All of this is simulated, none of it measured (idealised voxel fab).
Title: Process Module voxel ribs on slabs
Square cells of 5 nm make up the cross-section cut, whose width is 300 nm.
Format of a cross-section: grid, square cells. Given as bands. Order: top down. Band: one or more rows of cells.
Heads up on the band format: heights come first, top then bottom, in nm. After that it's the materials left to right, each with its width in nm. A single material flagged "all across" fills the whole band edge to edge, and "empty" means there's empty space there.
The level at which height equals 0 is the one under which the wafer, as it arrives, is entirely one material. No lower edge exists for the bottom band, which continues downward and is notated as in "0 down".
The width entry "30->40" should be interpreted row by row: the top row of cells in the band takes the first number, the bottom row takes the second number, and the change between adjacent rows is uniform throughout.
Step marked "identical to before"? Then no cell in the cross-section changed in it.
Heads up: "Closed internal cavities" only lists the empty pockets with no open path to the top that are 8 cells or more, and it writes them as width x height at distance, distance from the left edge, in nm.
Formally, on a step line, whatever follows the settings is a remark that the simulator itself makes on the step.
"overlay nm" answers the question of how far to the right of plan the mask lay on a step that has a mask, and when it is negative the answer is to the left.
Intended process steps
- 1: RECEIVE (material Si)
- 2: DIRECTIONAL_DEP (material SiO2; thk nm 25)
- 3: DIRECTIONAL_DEP (material polySi; thk nm 20)
- 4: PATTERN (tone cover; mask id RIB; material resist; width nm 30; thk nm 15; overlay nm 0)
- 5: DIRECTIONAL_ETCH (etch materials polySi; depth nm 15)
- 6: STRIP (etch materials resist)
- 7: PATTERN (tone cover; mask id SLAB; material resist; width nm 90; thk nm 20; overlay nm 0)
- 8: DIRECTIONAL_ETCH (etch materials polySi; depth nm 5)
- 9: STRIP (etch materials resist)
- 10: FILL_DEP (material SiO2; thk nm 20)
- 11: CMP (height nm 60)
- 12: DIRECTIONAL_DEP (material W; thk nm 5)
- 13: PATTERN (tone cover; mask id HEATER; material resist; width nm 40; thk nm 20; overlay nm 0)
- 14: DIRECTIONAL_ETCH (etch materials W; depth nm 5)
- 15: STRIP (etch materials resist)
- 16: CONFORMAL_DEP (material SiN; thk nm 5)
Received-state cross-section, reflecting completion of step 1
* 0 down  Si all across
* Closed internal cavities: none
Run as planned - first of the two wafers cross-sectioned at the end of the module
* 70 to 65  125 nm empty / 50 nm SiN / 125 nm empty
* 65 to 60  130 nm SiN / 40 nm W / 130 nm SiN
* 60 to 45  SiO2 all across
* 45 to 30  135 nm SiO2 / 30 nm polySi / 135 nm SiO2
* 30 to 25  105 nm SiO2 / 90 nm polySi / 105 nm SiO2
* 25 to 0  SiO2 all across
* 0 down  Si all across
* Closed internal cavities: none
Second of two wafers, module complete, sectioned: it shares the first wafer's start and plan but was run with one mistake
* 70 to 65  125 nm empty / 50 nm SiN / 125 nm empty
* 65 to 60  130 nm SiN / 40 nm W / 130 nm SiN
* 60 to 25  polySi all across
* 25 to 0  SiO2 all across
* 0 down  Si all across
* Closed internal cavities: none
Finding, execution versus plan: step 10 did not use the planned setting and instead ran as FILL_DEP (material polySi; thk nm 20)
Cell-count delta at end, second wafer over first, by material: 384 fewer of SiO2; 384 more of polySi
